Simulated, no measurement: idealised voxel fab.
process module | voxel transistor to metal
cross-section cut | 210 nm wide | cells 5 nm
A cross-section is a grid of square cells, given in bands from the top down. A band is one or more rows of cells.
Each band's line starts with the height of the band's top and of its bottom, in nm. Then come its materials from left to right, each with its width in nm. One material with "throughout" fills the band from edge to edge. "air" is empty space.
Height 0 is the level under which the wafer as received is all one material. The lowest band goes on downwards, as in "0 down".
A width such as "30 to 40" changes by the same amount from each row of cells to the next, from the band's top row to its bottom row.
"no change" after a step means that no cell of the cross-section changed.
closed voids: empty space of 8 cells or more with no open way to the top, each as width x height at its distance from the left edge, in nm
after a step's settings: what the simulator itself notes on the step
overlay nm, on a step with a mask: how far to the right of its planned place the mask lay; to the left if negative
plan
1 op RECEIVE | material Si
2 op CONFORMAL_DEP | material SiO2 | thk nm 5
3 op CONFORMAL_DEP | material SiN | thk nm 15
4 op DIRECTIONAL_DEP | material aC | thk nm 10
5 op PATTERN | tone cover | mask id ACTIVE | material resist | width nm 85 | thk nm 30 | overlay nm 0
6 op DIRECTIONAL_ETCH | etch materials aC | depth nm 10
7 op STRIP | etch materials resist
8 op DIRECTIONAL_ETCH | etch materials SiN | depth nm 15
9 op DIRECTIONAL_ETCH | etch materials SiO2 | depth nm 5
10 op DIRECTIONAL_ETCH | etch materials Si | depth nm 25
11 op STRIP | etch materials aC
12 op OXIDIZE | depth nm 5
13 op FILL_DEP | material SiO2 | thk nm 15
14 op CMP | height nm 20
15 op SELECTIVE_ETCH | etch materials SiO2 | depth nm 5
16 op STRIP | etch materials SiN
17 op SELECTIVE_ETCH | etch materials SiO2 | depth nm 5
18 op OXIDIZE | depth nm 5
19 op DIRECTIONAL_DEP | material polySi | thk nm 20
20 op DIRECTIONAL_DEP | material SiCN | thk nm 15
21 op MASKED_ETCH | tone cover | mask id GATE | width nm 15 | etch materials SiCN | depth nm 25 | overlay nm 0
22 op MASKED_ETCH | tone cover | mask id GATE | width nm 15 | etch materials polySi | depth nm 30 | overlay nm 0
23 op CONFORMAL_DEP | material SiO2 | thk nm 5
24 op DIRECTIONAL_ETCH | etch materials SiO2 | depth nm 5
25 op CONFORMAL_DEP | material SiN | thk nm 5
26 op DIRECTIONAL_ETCH | etch materials SiN | depth nm 5
27 op DIRECTIONAL_ETCH | etch materials SiO2 | depth nm 5
28 op DIRECTIONAL_ETCH | etch materials Si | depth nm 5
29 op EPI | material pSi | thk nm 10
30 op FILL_DEP | material SiO2 | thk nm 5
31 op CMP | height nm 35
32 op DIRECTIONAL_DEP | material SiO2 | thk nm 15
33 op PATTERN | tone open | mask id CONTACT | material resist | width nm 25 | pitch nm 50 | thk nm 15 | overlay nm 0
34 op DIRECTIONAL_ETCH | etch materials SiO2 | depth nm 50
35 op STRIP | etch materials resist
36 op CONFORMAL_DEP | material TiN | thk nm 5
37 op FILL_DEP | material Ru | thk nm 10
38 op CMP | height nm 50
39 op CONFORMAL_DEP | material SiCN | thk nm 5
40 op DIRECTIONAL_DEP | material lowk | thk nm 15
41 op DIRECTIONAL_DEP | material aC | thk nm 15
42 op PATTERN | tone open | mask id METAL_1 | material resist | width nm 15 | pitch nm 60 | thk nm 30 | overlay nm 0
43 op DIRECTIONAL_ETCH | etch materials aC | depth nm 15
44 op STRIP | etch materials resist
45 op DIRECTIONAL_ETCH | etch materials lowk | depth nm 15
46 op DIRECTIONAL_ETCH | etch materials SiCN | depth nm 5
47 op STRIP | etch materials aC
48 op CONFORMAL_DEP | material TiN | thk nm 5
49 op FILL_DEP | material Ru | thk nm 10
50 op CMP | height nm 70
51 op CONFORMAL_DEP | material SiCN | thk nm 5
52 op DIRECTIONAL_DEP | material SiO2 | thk nm 35
53 op DIRECTIONAL_DEP | material aC | thk nm 15
54 op PATTERN | tone open | mask id METAL_2 | material resist | width nm 15 | pitch nm 60 | thk nm 35 | overlay nm 0
55 op DIRECTIONAL_ETCH | etch materials aC | depth nm 15
56 op STRIP | etch materials resist
57 op DIRECTIONAL_ETCH | etch materials SiO2 | depth nm 20
58 op STRIP | etch materials aC
59 op MASKED_ETCH | tone open | mask id METAL_2_HOLES | width nm 15 | pitch nm 60 | etch materials SiO2 | depth nm 15 | overlay nm 0
60 op MASKED_ETCH | tone open | mask id METAL_2_HOLES | width nm 15 | pitch nm 60 | etch materials SiCN | depth nm 5 | overlay nm 0
61 op CONFORMAL_DEP | material TiN | thk nm 5
62 op FILL_DEP | material Cu | thk nm 5
63 op CMP | height nm 110
64 op CONFORMAL_DEP | material SiN | thk nm 5
first wafer, as planned
as received, after step 1
  0 down: Si throughout
  closed voids: none
after step 2
  5 to 0: SiO2 throughout
  below 0: unchanged
after step 3
  20 to 5: SiN throughout
  below 5: unchanged
after step 4
  30 to 20: aC throughout
  below 20: unchanged
after step 5
  60 to 30: air 60 | resist 85 | air 65
  below 30: unchanged
after step 6
  50 to 30: air 60 | resist 85 | air 65
  30 to 20: air 60 | aC 85 | air 65
  below 20: unchanged
after step 7
  30 to 20: air 60 | aC 85 | air 65
  below 20: unchanged
after step 8
  30 to 20: air 60 | aC 85 | air 65
  20 to 5: air 60 | SiN 85 | air 65
  below 5: unchanged
after step 9
  30 to 20: air 60 | aC 85 | air 65
  20 to 5: air 60 | SiN 85 | air 65
  5 to 0: air 60 | SiO2 85 | air 65
  below 0: unchanged
after step 10
  30 to 20: air 60 | aC 85 | air 65
  20 to 5: air 60 | SiN 85 | air 65
  5 to 0: air 60 | SiO2 85 | air 65
  0 to -25: air 60 | Si 85 | air 65
  below -25: unchanged
after step 11
  20 to 5: air 60 | SiN 85 | air 65
  below 5: unchanged
after step 12
  20 to 5: air 60 | SiN 85 | air 65
  5 to 0: air 60 | SiO2 85 | air 65
  0 to -25: air 60 | SiO2 5 | Si 75 | SiO2 5 | air 65
  -25 to -30: SiO2 65 | Si 75 | SiO2 70
  below -30: unchanged
after step 13
  35 to 20: SiO2 throughout
  20 to 5: SiO2 60 | SiN 85 | SiO2 65
  5 to 0: SiO2 throughout
  0 to -30: SiO2 65 | Si 75 | SiO2 70
  below -30: unchanged
after step 14
  20 to 5: SiO2 60 | SiN 85 | SiO2 65
  below 5: unchanged
after step 15
  20 to 15: air 60 | SiN 85 | air 65
  below 15: unchanged
after step 16
  15 to 5: SiO2 60 | air 85 | SiO2 65
  below 5: unchanged
after step 17
  10 to 0: SiO2 55 | air 95 | SiO2 60
  below 0: unchanged
after step 18
  10 to 0: SiO2 55 | air 95 | SiO2 60
  0 to -5: SiO2 throughout
  below -5: unchanged
after step 19
  30 to 20: polySi 55 | air 95 | polySi 60
  20 to 10: polySi throughout
  10 to 0: SiO2 55 | polySi 95 | SiO2 60
  below 0: unchanged
after step 20
  45 to 35: SiCN 55 | air 95 | SiCN 60
  35 to 30: SiCN throughout
  30 to 20: polySi 55 | SiCN 95 | polySi 60
  below 20: unchanged
after step 21
  35 to 30: air 95 | SiCN 15 | air 100
  30 to 20: polySi 55 | air 40 | SiCN 15 | air 40 | polySi 60
  below 20: unchanged
after step 22
  35 to 20: air 95 | SiCN 15 | air 100
  20 to 10: air 95 | polySi 15 | air 100
  10 to 0: SiO2 55 | air 40 | polySi 15 | air 40 | SiO2 60
  below 0: unchanged
after step 23
  40 to 35: air 90 | SiO2 25 | air 95
  35 to 20: air 90 | SiO2 5 | SiCN 15 | SiO2 5 | air 95
  20 to 15: air 90 | SiO2 5 | polySi 15 | SiO2 5 | air 95
  15 to 5: SiO2 60 | air 30 | SiO2 5 | polySi 15 | SiO2 5 | air 30 | SiO2 65
  5 to 0: SiO2 95 | polySi 15 | SiO2 100
  below 0: unchanged
after step 24
  35 to 20: air 90 | SiO2 5 | SiCN 15 | SiO2 5 | air 95
  20 to 10: air 90 | SiO2 5 | polySi 15 | SiO2 5 | air 95
  10 to 0: SiO2 60 | air 30 | SiO2 5 | polySi 15 | SiO2 5 | air 30 | SiO2 65
  below 0: unchanged
after step 25
  40 to 35: air 85 | SiN 35 | air 90
  35 to 20: air 85 | SiN 5 | SiO2 5 | SiCN 15 | SiO2 5 | SiN 5 | air 90
  20 to 15: air 85 | SiN 5 | SiO2 5 | polySi 15 | SiO2 5 | SiN 5 | air 90
  15 to 10: SiN 65 | air 20 | SiN 5 | SiO2 5 | polySi 15 | SiO2 5 | SiN 5 | air 20 | SiN 70
  10 to 5: SiO2 60 | SiN 5 | air 20 | SiN 5 | SiO2 5 | polySi 15 | SiO2 5 | SiN 5 | air 20 | SiN 5 | SiO2 65
  5 to 0: SiO2 60 | SiN 30 | SiO2 5 | polySi 15 | SiO2 5 | SiN 30 | SiO2 65
  below 0: unchanged
after step 26
  35 to 20: air 85 | SiN 5 | SiO2 5 | SiCN 15 | SiO2 5 | SiN 5 | air 90
  20 to 10: air 85 | SiN 5 | SiO2 5 | polySi 15 | SiO2 5 | SiN 5 | air 90
  10 to 0: SiO2 60 | SiN 5 | air 20 | SiN 5 | SiO2 5 | polySi 15 | SiO2 5 | SiN 5 | air 20 | SiN 5 | SiO2 65
  below 0: unchanged
after step 27
  35 to 30: air 85 | SiN 5 | air 5 | SiCN 15 | air 5 | SiN 5 | air 90
  30 to 20: air 85 | SiN 5 | SiO2 5 | SiCN 15 | SiO2 5 | SiN 5 | air 90
  20 to 10: air 85 | SiN 5 | SiO2 5 | polySi 15 | SiO2 5 | SiN 5 | air 90
  10 to 5: air 60 | SiN 5 | air 20 | SiN 5 | SiO2 5 | polySi 15 | SiO2 5 | SiN 5 | air 20 | SiN 5 | air 65
  5 to 0: SiO2 60 | SiN 5 | air 20 | SiN 5 | SiO2 5 | polySi 15 | SiO2 5 | SiN 5 | air 20 | SiN 5 | SiO2 65
  0 to -5: SiO2 65 | air 20 | SiO2 35 | air 20 | SiO2 70
  below -5: unchanged
after step 28
  35 to 30: air 85 | SiN 5 | air 5 | SiCN 15 | air 5 | SiN 5 | air 90
  30 to 20: air 85 | SiN 5 | SiO2 5 | SiCN 15 | SiO2 5 | SiN 5 | air 90
  20 to 10: air 85 | SiN 5 | SiO2 5 | polySi 15 | SiO2 5 | SiN 5 | air 90
  10 to 5: air 60 | SiN 5 | air 20 | SiN 5 | SiO2 5 | polySi 15 | SiO2 5 | SiN 5 | air 20 | SiN 5 | air 65
  5 to 0: SiO2 60 | SiN 5 | air 20 | SiN 5 | SiO2 5 | polySi 15 | SiO2 5 | SiN 5 | air 20 | SiN 5 | SiO2 65
  0 to -5: SiO2 65 | air 20 | SiO2 35 | air 20 | SiO2 70
  -5 to -10: SiO2 65 | air 20 | Si 35 | air 20 | SiO2 70
  below -10: unchanged
after step 29
  35 to 30: air 85 | SiN 5 | air 5 | SiCN 15 | air 5 | SiN 5 | air 90
  30 to 20: air 85 | SiN 5 | SiO2 5 | SiCN 15 | SiO2 5 | SiN 5 | air 90
  20 to 10: air 85 | SiN 5 | SiO2 5 | polySi 15 | SiO2 5 | SiN 5 | air 90
  10 to 5: air 60 | SiN 5 | air 20 | SiN 5 | SiO2 5 | polySi 15 | SiO2 5 | SiN 5 | air 20 | SiN 5 | air 65
  5 to 0: SiO2 60 | SiN 5 | air 10 | pSi 10 | SiN 5 | SiO2 5 | polySi 15 | SiO2 5 | SiN 5 | pSi 10 | air 10 | SiN 5 | SiO2 65
  0 to -5: SiO2 65 | pSi 20 | SiO2 35 | pSi 20 | SiO2 70
  -5 to -10: SiO2 65 | pSi 20 | Si 35 | pSi 20 | SiO2 70
  below -10: unchanged
after step 30
  40 to 35: SiO2 throughout
  35 to 20: SiO2 85 | SiN 5 | SiO2 5 | SiCN 15 | SiO2 5 | SiN 5 | SiO2 90
  20 to 10: SiO2 85 | SiN 5 | SiO2 5 | polySi 15 | SiO2 5 | SiN 5 | SiO2 90
  10 to 5: SiO2 60 | SiN 5 | SiO2 20 | SiN 5 | SiO2 5 | polySi 15 | SiO2 5 | SiN 5 | SiO2 20 | SiN 5 | SiO2 65
  5 to 0: SiO2 60 | SiN 5 | SiO2 10 | pSi 10 | SiN 5 | SiO2 5 | polySi 15 | SiO2 5 | SiN 5 | pSi 10 | SiO2 10 | SiN 5 | SiO2 65
  below 0: unchanged
after step 31
  35 to 20: SiO2 85 | SiN 5 | SiO2 5 | SiCN 15 | SiO2 5 | SiN 5 | SiO2 90
  below 20: unchanged
after step 32
  50 to 35: SiO2 throughout
  below 35: unchanged
after step 33
  65 to 50: resist 65 | air 25 | resist 25 | air 25 | resist 70
  below 50: unchanged
after step 34
  65 to 50: resist 65 | air 25 | resist 25 | air 25 | resist 70
  50 to 35: SiO2 65 | air 25 | SiO2 25 | air 25 | SiO2 70
  35 to 20: SiO2 65 | air 20 | SiN 5 | SiO2 5 | SiCN 15 | SiO2 5 | SiN 5 | air 20 | SiO2 70
  20 to 10: SiO2 65 | air 20 | SiN 5 | SiO2 5 | polySi 15 | SiO2 5 | SiN 5 | air 20 | SiO2 70
  10 to 5: SiO2 60 | SiN 5 | air 20 | SiN 5 | SiO2 5 | polySi 15 | SiO2 5 | SiN 5 | air 20 | SiN 5 | SiO2 65
  5 to 0: SiO2 60 | SiN 5 | air 10 | pSi 10 | SiN 5 | SiO2 5 | polySi 15 | SiO2 5 | SiN 5 | pSi 10 | air 10 | SiN 5 | SiO2 65
  below 0: unchanged
after step 35
  50 to 35: SiO2 65 | air 25 | SiO2 25 | air 25 | SiO2 70
  below 35: unchanged
after step 36
  55 to 50: TiN 70 | air 15 | TiN 35 | air 15 | TiN 75
  50 to 40: SiO2 65 | TiN 5 | air 15 | TiN 5 | SiO2 25 | TiN 5 | air 15 | TiN 5 | SiO2 70
  40 to 35: SiO2 65 | TiN 5 | air 10 | TiN 10 | SiO2 25 | TiN 10 | air 10 | TiN 5 | SiO2 70
  35 to 20: SiO2 65 | TiN 5 | air 10 | TiN 5 | SiN 5 | SiO2 5 | SiCN 15 | SiO2 5 | SiN 5 | TiN 5 | air 10 | TiN 5 | SiO2 70
  20 to 10: SiO2 65 | TiN 5 | air 10 | TiN 5 | SiN 5 | SiO2 5 | polySi 15 | SiO2 5 | SiN 5 | TiN 5 | air 10 | TiN 5 | SiO2 70
  10 to 5: SiO2 60 | SiN 5 | TiN 20 | SiN 5 | SiO2 5 | polySi 15 | SiO2 5 | SiN 5 | TiN 20 | SiN 5 | SiO2 65
  5 to 0: SiO2 60 | SiN 5 | TiN 10 | pSi 10 | SiN 5 | SiO2 5 | polySi 15 | SiO2 5 | SiN 5 | pSi 10 | TiN 10 | SiN 5 | SiO2 65
  below 0: unchanged
after step 37
  65 to 55: Ru throughout
  55 to 50: TiN 70 | Ru 15 | TiN 35 | Ru 15 | TiN 75
  50 to 40: SiO2 65 | TiN 5 | Ru 15 | TiN 5 | SiO2 25 | TiN 5 | Ru 15 | TiN 5 | SiO2 70
  40 to 35: SiO2 65 | TiN 5 | Ru 10 | TiN 10 | SiO2 25 | TiN 10 | Ru 10 | TiN 5 | SiO2 70
  35 to 20: SiO2 65 | TiN 5 | Ru 10 | TiN 5 | SiN 5 | SiO2 5 | SiCN 15 | SiO2 5 | SiN 5 | TiN 5 | Ru 10 | TiN 5 | SiO2 70
  20 to 10: SiO2 65 | TiN 5 | Ru 10 | TiN 5 | SiN 5 | SiO2 5 | polySi 15 | SiO2 5 | SiN 5 | TiN 5 | Ru 10 | TiN 5 | SiO2 70
  below 10: unchanged
after step 38
  50 to 40: SiO2 65 | TiN 5 | Ru 15 | TiN 5 | SiO2 25 | TiN 5 | Ru 15 | TiN 5 | SiO2 70
  below 40: unchanged
after step 39
  55 to 50: SiCN throughout
  below 50: unchanged
after step 40
  70 to 55: lowk throughout
  below 55: unchanged
after step 41
  85 to 70: aC throughout
  below 70: unchanged
after step 42
  115 to 85: resist 65 | air 15 | resist 45 | air 15 | resist 70
  below 85: unchanged
after step 43
  100 to 85: resist 65 | air 15 | resist 45 | air 15 | resist 70
  85 to 70: aC 65 | air 15 | aC 45 | air 15 | aC 70
  below 70: unchanged
after step 44
  85 to 70: aC 65 | air 15 | aC 45 | air 15 | aC 70
  below 70: unchanged
after step 45
  85 to 70: aC 65 | air 15 | aC 45 | air 15 | aC 70
  70 to 55: lowk 65 | air 15 | lowk 45 | air 15 | lowk 70
  below 55: unchanged
after step 46
  85 to 70: aC 65 | air 15 | aC 45 | air 15 | aC 70
  70 to 55: lowk 65 | air 15 | lowk 45 | air 15 | lowk 70
  55 to 50: SiCN 65 | air 15 | SiCN 45 | air 15 | SiCN 70
  below 50: unchanged
after step 47
  70 to 55: lowk 65 | air 15 | lowk 45 | air 15 | lowk 70
  below 55: unchanged
after step 48
  75 to 70: TiN 70 | air 5 | TiN 55 | air 5 | TiN 75
  70 to 55: lowk 65 | TiN 5 | air 5 | TiN 5 | lowk 45 | TiN 5 | air 5 | TiN 5 | lowk 70
  55 to 50: SiCN 65 | TiN 15 | SiCN 45 | TiN 15 | SiCN 70
  below 50: unchanged
after step 49
  85 to 75: Ru throughout
  75 to 70: TiN 70 | Ru 5 | TiN 55 | Ru 5 | TiN 75
  70 to 55: lowk 65 | TiN 5 | Ru 5 | TiN 5 | lowk 45 | TiN 5 | Ru 5 | TiN 5 | lowk 70
  below 55: unchanged
after step 50
  70 to 55: lowk 65 | TiN 5 | Ru 5 | TiN 5 | lowk 45 | TiN 5 | Ru 5 | TiN 5 | lowk 70
  below 55: unchanged
after step 51
  75 to 70: SiCN throughout
  below 70: unchanged
after step 52
  110 to 75: SiO2 throughout
  below 75: unchanged
after step 53
  125 to 110: aC throughout
  below 110: unchanged
after step 54
  160 to 125: resist 65 | air 15 | resist 45 | air 15 | resist 70
  below 125: unchanged
after step 55
  145 to 125: resist 65 | air 15 | resist 45 | air 15 | resist 70
  125 to 110: aC 65 | air 15 | aC 45 | air 15 | aC 70
  below 110: unchanged
after step 56
  125 to 110: aC 65 | air 15 | aC 45 | air 15 | aC 70
  below 110: unchanged
after step 57
  125 to 110: aC 65 | air 15 | aC 45 | air 15 | aC 70
  110 to 90: SiO2 65 | air 15 | SiO2 45 | air 15 | SiO2 70
  below 90: unchanged
after step 58
  110 to 90: SiO2 65 | air 15 | SiO2 45 | air 15 | SiO2 70
  below 90: unchanged
after step 59
  110 to 75: SiO2 65 | air 15 | SiO2 45 | air 15 | SiO2 70
  below 75: unchanged
after step 60
  110 to 75: SiO2 65 | air 15 | SiO2 45 | air 15 | SiO2 70
  75 to 70: SiCN 65 | air 15 | SiCN 45 | air 15 | SiCN 70
  below 70: unchanged
after step 61
  115 to 110: TiN 70 | air 5 | TiN 55 | air 5 | TiN 75
  110 to 75: SiO2 65 | TiN 5 | air 5 | TiN 5 | SiO2 45 | TiN 5 | air 5 | TiN 5 | SiO2 70
  75 to 70: SiCN 65 | TiN 15 | SiCN 45 | TiN 15 | SiCN 70
  below 70: unchanged
after step 62
  120 to 115: Cu throughout
  115 to 110: TiN 70 | Cu 5 | TiN 55 | Cu 5 | TiN 75
  110 to 75: SiO2 65 | TiN 5 | Cu 5 | TiN 5 | SiO2 45 | TiN 5 | Cu 5 | TiN 5 | SiO2 70
  below 75: unchanged
after step 63
  110 to 75: SiO2 65 | TiN 5 | Cu 5 | TiN 5 | SiO2 45 | TiN 5 | Cu 5 | TiN 5 | SiO2 70
  below 75: unchanged
after step 64
  115 to 110: SiN throughout
  below 110: unchanged
second wafer: like start, like plan, one mistake. Through step 22 it matches the first wafer
when step 23 should have ended
  40 to 35: air 90 | SiN 25 | air 95
  35 to 20: air 90 | SiN 5 | SiCN 15 | SiN 5 | air 95
  20 to 15: air 90 | SiN 5 | polySi 15 | SiN 5 | air 95
  15 to 10: SiN 60 | air 30 | SiN 5 | polySi 15 | SiN 5 | air 30 | SiN 65
  10 to 5: SiO2 55 | SiN 5 | air 30 | SiN 5 | polySi 15 | SiN 5 | air 30 | SiN 5 | SiO2 60
  5 to 0: SiO2 55 | SiN 40 | polySi 15 | SiN 40 | SiO2 60
  below 0: unchanged
when step 24 should have ended: no change
when step 25 should have ended
  45 to 35: air 85 | SiN 35 | air 90
  35 to 20: air 85 | SiN 10 | SiCN 15 | SiN 10 | air 90
  20 to 10: SiN 65 | air 20 | SiN 10 | polySi 15 | SiN 10 | air 20 | SiN 70
  10 to 0: SiO2 55 | SiN 40 | polySi 15 | SiN 40 | SiO2 60
  below 0: unchanged
when step 26 should have ended
  40 to 35: air 85 | SiN 35 | air 90
  35 to 20: air 85 | SiN 10 | SiCN 15 | SiN 10 | air 90
  20 to 15: air 85 | SiN 10 | polySi 15 | SiN 10 | air 90
  15 to 10: SiN 65 | air 20 | SiN 10 | polySi 15 | SiN 10 | air 20 | SiN 70
  10 to 5: SiO2 55 | SiN 10 | air 20 | SiN 10 | polySi 15 | SiN 10 | air 20 | SiN 10 | SiO2 60
  below 5: unchanged
when step 27 should have ended: no change
when step 28 should have ended: no change
when step 29 should have ended: no change
when step 30 should have ended
  45 to 40: SiO2 throughout
  40 to 35: SiO2 85 | SiN 35 | SiO2 90
  35 to 20: SiO2 85 | SiN 10 | SiCN 15 | SiN 10 | SiO2 90
  20 to 15: SiO2 85 | SiN 10 | polySi 15 | SiN 10 | SiO2 90
  15 to 10: SiN 65 | SiO2 20 | SiN 10 | polySi 15 | SiN 10 | SiO2 20 | SiN 70
  10 to 5: SiO2 55 | SiN 10 | SiO2 20 | SiN 10 | polySi 15 | SiN 10 | SiO2 20 | SiN 10 | SiO2 60
  below 5: unchanged
when step 31 should have ended
  35 to 20: SiO2 85 | SiN 10 | SiCN 15 | SiN 10 | SiO2 90
  below 20: unchanged
when step 32 should have ended
  50 to 35: SiO2 throughout
  below 35: unchanged
when step 33 should have ended
  65 to 50: resist 65 | air 25 | resist 25 | air 25 | resist 70
  below 50: unchanged
when step 34 should have ended
  65 to 50: resist 65 | air 25 | resist 25 | air 25 | resist 70
  50 to 35: SiO2 65 | air 25 | SiO2 25 | air 25 | SiO2 70
  35 to 20: SiO2 65 | air 20 | SiN 10 | SiCN 15 | SiN 10 | air 20 | SiO2 70
  20 to 15: SiO2 65 | air 20 | SiN 10 | polySi 15 | SiN 10 | air 20 | SiO2 70
  15 to 10: SiN 65 | air 20 | SiN 10 | polySi 15 | SiN 10 | air 20 | SiN 70
  10 to 5: SiO2 55 | SiN 10 | air 20 | SiN 10 | polySi 15 | SiN 10 | air 20 | SiN 10 | SiO2 60
  below 5: unchanged
when step 35 should have ended
  50 to 35: SiO2 65 | air 25 | SiO2 25 | air 25 | SiO2 70
  below 35: unchanged
when step 36 should have ended
  55 to 50: TiN 70 | air 15 | TiN 35 | air 15 | TiN 75
  50 to 40: SiO2 65 | TiN 5 | air 15 | TiN 5 | SiO2 25 | TiN 5 | air 15 | TiN 5 | SiO2 70
  40 to 35: SiO2 65 | TiN 5 | air 10 | TiN 10 | SiO2 25 | TiN 10 | air 10 | TiN 5 | SiO2 70
  35 to 20: SiO2 65 | TiN 5 | air 10 | TiN 5 | SiN 10 | SiCN 15 | SiN 10 | TiN 5 | air 10 | TiN 5 | SiO2 70
  20 to 15: SiO2 65 | TiN 5 | air 10 | TiN 5 | SiN 10 | polySi 15 | SiN 10 | TiN 5 | air 10 | TiN 5 | SiO2 70
  15 to 10: SiN 65 | TiN 5 | air 10 | TiN 5 | SiN 10 | polySi 15 | SiN 10 | TiN 5 | air 10 | TiN 5 | SiN 70
  10 to 5: SiO2 55 | SiN 10 | TiN 20 | SiN 10 | polySi 15 | SiN 10 | TiN 20 | SiN 10 | SiO2 60
  below 5: unchanged
when step 37 should have ended
  65 to 55: Ru throughout
  55 to 50: TiN 70 | Ru 15 | TiN 35 | Ru 15 | TiN 75
  50 to 40: SiO2 65 | TiN 5 | Ru 15 | TiN 5 | SiO2 25 | TiN 5 | Ru 15 | TiN 5 | SiO2 70
  40 to 35: SiO2 65 | TiN 5 | Ru 10 | TiN 10 | SiO2 25 | TiN 10 | Ru 10 | TiN 5 | SiO2 70
  35 to 20: SiO2 65 | TiN 5 | Ru 10 | TiN 5 | SiN 10 | SiCN 15 | SiN 10 | TiN 5 | Ru 10 | TiN 5 | SiO2 70
  20 to 15: SiO2 65 | TiN 5 | Ru 10 | TiN 5 | SiN 10 | polySi 15 | SiN 10 | TiN 5 | Ru 10 | TiN 5 | SiO2 70
  15 to 10: SiN 65 | TiN 5 | Ru 10 | TiN 5 | SiN 10 | polySi 15 | SiN 10 | TiN 5 | Ru 10 | TiN 5 | SiN 70
  below 10: unchanged
when step 38 should have ended
  50 to 40: SiO2 65 | TiN 5 | Ru 15 | TiN 5 | SiO2 25 | TiN 5 | Ru 15 | TiN 5 | SiO2 70
  below 40: unchanged
when step 39 should have ended
  55 to 50: SiCN throughout
  below 50: unchanged
when step 40 should have ended
  70 to 55: lowk throughout
  below 55: unchanged
when step 41 should have ended
  85 to 70: aC throughout
  below 70: unchanged
when step 42 should have ended
  115 to 85: resist 65 | air 15 | resist 45 | air 15 | resist 70
  below 85: unchanged
when step 43 should have ended
  100 to 85: resist 65 | air 15 | resist 45 | air 15 | resist 70
  85 to 70: aC 65 | air 15 | aC 45 | air 15 | aC 70
  below 70: unchanged
when step 44 should have ended
  85 to 70: aC 65 | air 15 | aC 45 | air 15 | aC 70
  below 70: unchanged
when step 45 should have ended
  85 to 70: aC 65 | air 15 | aC 45 | air 15 | aC 70
  70 to 55: lowk 65 | air 15 | lowk 45 | air 15 | lowk 70
  below 55: unchanged
when step 46 should have ended
  85 to 70: aC 65 | air 15 | aC 45 | air 15 | aC 70
  70 to 55: lowk 65 | air 15 | lowk 45 | air 15 | lowk 70
  55 to 50: SiCN 65 | air 15 | SiCN 45 | air 15 | SiCN 70
  below 50: unchanged
when step 47 should have ended
  70 to 55: lowk 65 | air 15 | lowk 45 | air 15 | lowk 70
  below 55: unchanged
when step 48 should have ended
  75 to 70: TiN 70 | air 5 | TiN 55 | air 5 | TiN 75
  70 to 55: lowk 65 | TiN 5 | air 5 | TiN 5 | lowk 45 | TiN 5 | air 5 | TiN 5 | lowk 70
  55 to 50: SiCN 65 | TiN 15 | SiCN 45 | TiN 15 | SiCN 70
  below 50: unchanged
when step 49 should have ended
  85 to 75: Ru throughout
  75 to 70: TiN 70 | Ru 5 | TiN 55 | Ru 5 | TiN 75
  70 to 55: lowk 65 | TiN 5 | Ru 5 | TiN 5 | lowk 45 | TiN 5 | Ru 5 | TiN 5 | lowk 70
  below 55: unchanged
when step 50 should have ended
  70 to 55: lowk 65 | TiN 5 | Ru 5 | TiN 5 | lowk 45 | TiN 5 | Ru 5 | TiN 5 | lowk 70
  below 55: unchanged
when step 51 should have ended
  75 to 70: SiCN throughout
  below 70: unchanged
when step 52 should have ended
  110 to 75: SiO2 throughout
  below 75: unchanged
when step 53 should have ended
  125 to 110: aC throughout
  below 110: unchanged
when step 54 should have ended
  160 to 125: resist 65 | air 15 | resist 45 | air 15 | resist 70
  below 125: unchanged
when step 55 should have ended
  145 to 125: resist 65 | air 15 | resist 45 | air 15 | resist 70
  125 to 110: aC 65 | air 15 | aC 45 | air 15 | aC 70
  below 110: unchanged
when step 56 should have ended
  125 to 110: aC 65 | air 15 | aC 45 | air 15 | aC 70
  below 110: unchanged
when step 57 should have ended
  125 to 110: aC 65 | air 15 | aC 45 | air 15 | aC 70
  110 to 90: SiO2 65 | air 15 | SiO2 45 | air 15 | SiO2 70
  below 90: unchanged
when step 58 should have ended
  110 to 90: SiO2 65 | air 15 | SiO2 45 | air 15 | SiO2 70
  below 90: unchanged
when step 59 should have ended
  110 to 75: SiO2 65 | air 15 | SiO2 45 | air 15 | SiO2 70
  below 75: unchanged
when step 60 should have ended
  110 to 75: SiO2 65 | air 15 | SiO2 45 | air 15 | SiO2 70
  75 to 70: SiCN 65 | air 15 | SiCN 45 | air 15 | SiCN 70
  below 70: unchanged
when step 61 should have ended
  115 to 110: TiN 70 | air 5 | TiN 55 | air 5 | TiN 75
  110 to 75: SiO2 65 | TiN 5 | air 5 | TiN 5 | SiO2 45 | TiN 5 | air 5 | TiN 5 | SiO2 70
  75 to 70: SiCN 65 | TiN 15 | SiCN 45 | TiN 15 | SiCN 70
  below 70: unchanged
when step 62 should have ended
  120 to 115: Cu throughout
  115 to 110: TiN 70 | Cu 5 | TiN 55 | Cu 5 | TiN 75
  110 to 75: SiO2 65 | TiN 5 | Cu 5 | TiN 5 | SiO2 45 | TiN 5 | Cu 5 | TiN 5 | SiO2 70
  below 75: unchanged
when step 63 should have ended
  110 to 75: SiO2 65 | TiN 5 | Cu 5 | TiN 5 | SiO2 45 | TiN 5 | Cu 5 | TiN 5 | SiO2 70
  below 75: unchanged
when step 64 should have ended
  115 to 110: SiN throughout
  below 110: unchanged
what went wrong: step 23 ran as: op CONFORMAL_DEP | material SiN | thk nm 5
at the end the second wafer has, in cells: 8 more of Si | 53 more of SiN | 37 fewer of SiO2 | 4 fewer of TiN | 20 fewer of pSi
